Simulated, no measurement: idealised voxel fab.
process module | voxel air gaps
cross-section cut | 245 nm wide | cells 5 nm
A cross-section is a grid of square cells, given in bands from the top down. A band is one or more rows of cells.
Each band's line starts with the height of the band's top and of its bottom, in nm. Then come its materials from left to right, each with its width in nm. One material with "throughout" fills the band from edge to edge. "air" is empty space.
Height 0 is the level under which the wafer as received is all one material. The lowest band goes on downwards, as in "0 down".
A width such as "30 to 40" changes by the same amount from each row of cells to the next, from the band's top row to its bottom row.
"no change" after a step means that no cell of the cross-section changed.
closed voids: empty space of 8 cells or more with no open way to the top, each as width x height at its distance from the left edge, in nm
after a step's settings: what the simulator itself notes on the step
overlay nm, on a step with a mask: how far to the right of its planned place the mask lay; to the left if negative
plan
1 op RECEIVE | material Si
2 op CONFORMAL_DEP | material SiO2 | thk nm 10
3 op CONFORMAL_DEP | material SiCN | thk nm 5
4 op DIRECTIONAL_DEP | material SiO2 | thk nm 40
5 op DIRECTIONAL_DEP | material aC | thk nm 15
6 op PATTERN | tone open | mask id LINES | material resist | width nm 25 | pitch nm 55 | thk nm 30 | overlay nm 0
7 op DIRECTIONAL_ETCH | etch materials aC | depth nm 15
8 op STRIP | etch materials resist
9 op DIRECTIONAL_ETCH | etch materials SiO2 | depth nm 40
10 op STRIP | etch materials aC
11 op CONFORMAL_DEP | material TiN | thk nm 5
12 op FILL_DEP | material W | thk nm 10
13 op CMP | height nm 55
14 op EPI | material Ru | thk nm 10
15 op SELECTIVE_ETCH | etch materials SiO2 | depth nm 50
16 op CONFORMAL_DEP | material SiCN | thk nm 5
as received, after step 1
  0 down: Si throughout
  closed voids: none
first wafer at the end, as planned
  70 to 65: air 10 | SiCN 220 | air 15
  65 to 55: air 10 | SiCN 5 | Ru 45 | SiCN 10 | Ru 45 | SiCN 10 | Ru 45 | SiCN 10 | Ru 45 | SiCN 5 | air 15
  55 to 50: air 10 | SiCN 15 | TiN 5 | W 15 | TiN 5 | SiCN 30 | TiN 5 | W 15 | TiN 5 | SiCN 30 | TiN 5 | W 15 | TiN 5 | SiCN 30 | TiN 5 | W 15 | TiN 5 | SiCN 15 | air 15
  50 to 20: air 20 | SiCN 5 | TiN 5 | W 15 | TiN 5 | SiCN 5 | air 20 | SiCN 5 | TiN 5 | W 15 | TiN 5 | SiCN 5 | air 20 | SiCN 5 | TiN 5 | W 15 | TiN 5 | SiCN 5 | air 20 | SiCN 5 | TiN 5 | W 15 | TiN 5 | SiCN 5 | air 25
  20 to 15: SiCN 25 | TiN 25 | SiCN 30 | TiN 25 | SiCN 30 | TiN 25 | SiCN 30 | TiN 25 | SiCN 30
  15 to 10: SiCN throughout
  10 to 0: SiO2 throughout
  0 down: Si throughout
  closed voids: 20 x 30 at 55; 20 x 30 at 110; 20 x 30 at 165
second wafer at the end: like start, like plan, one mistake
  70 to 65: air 15 | SiCN 220 | air 10
  65 to 55: air 15 | SiCN 5 | Ru 45 | SiCN 10 | Ru 45 | SiCN 10 | Ru 45 | SiCN 10 | Ru 45 | SiCN 5 | air 10
  55 to 50: air 15 | SiCN 15 | TiN 5 | W 15 | TiN 5 | SiCN 30 | TiN 5 | W 15 | TiN 5 | SiCN 30 | TiN 5 | W 15 | TiN 5 | SiCN 30 | TiN 5 | W 15 | TiN 5 | SiCN 15 | air 10
  50 to 20: air 25 | SiCN 5 | TiN 5 | W 15 | TiN 5 | SiCN 5 | air 20 | SiCN 5 | TiN 5 | W 15 | TiN 5 | SiCN 5 | air 20 | SiCN 5 | TiN 5 | W 15 | TiN 5 | SiCN 5 | air 20 | SiCN 5 | TiN 5 | W 15 | TiN 5 | SiCN 5 | air 20
  20 to 15: SiCN 30 | TiN 25 | SiCN 30 | TiN 25 | SiCN 30 | TiN 25 | SiCN 30 | TiN 25 | SiCN 25
  15 to 10: SiCN throughout
  10 to 0: SiO2 throughout
  0 down: Si throughout
  closed voids: 20 x 30 at 60; 20 x 30 at 115; 20 x 30 at 170
what went wrong: step 6 ran as: op PATTERN | tone open | mask id LINES | material resist | width nm 25 | pitch nm 55 | thk nm 30 | overlay nm 5
at the end the second wafer has, in cells: as many of each material as the first, in other places
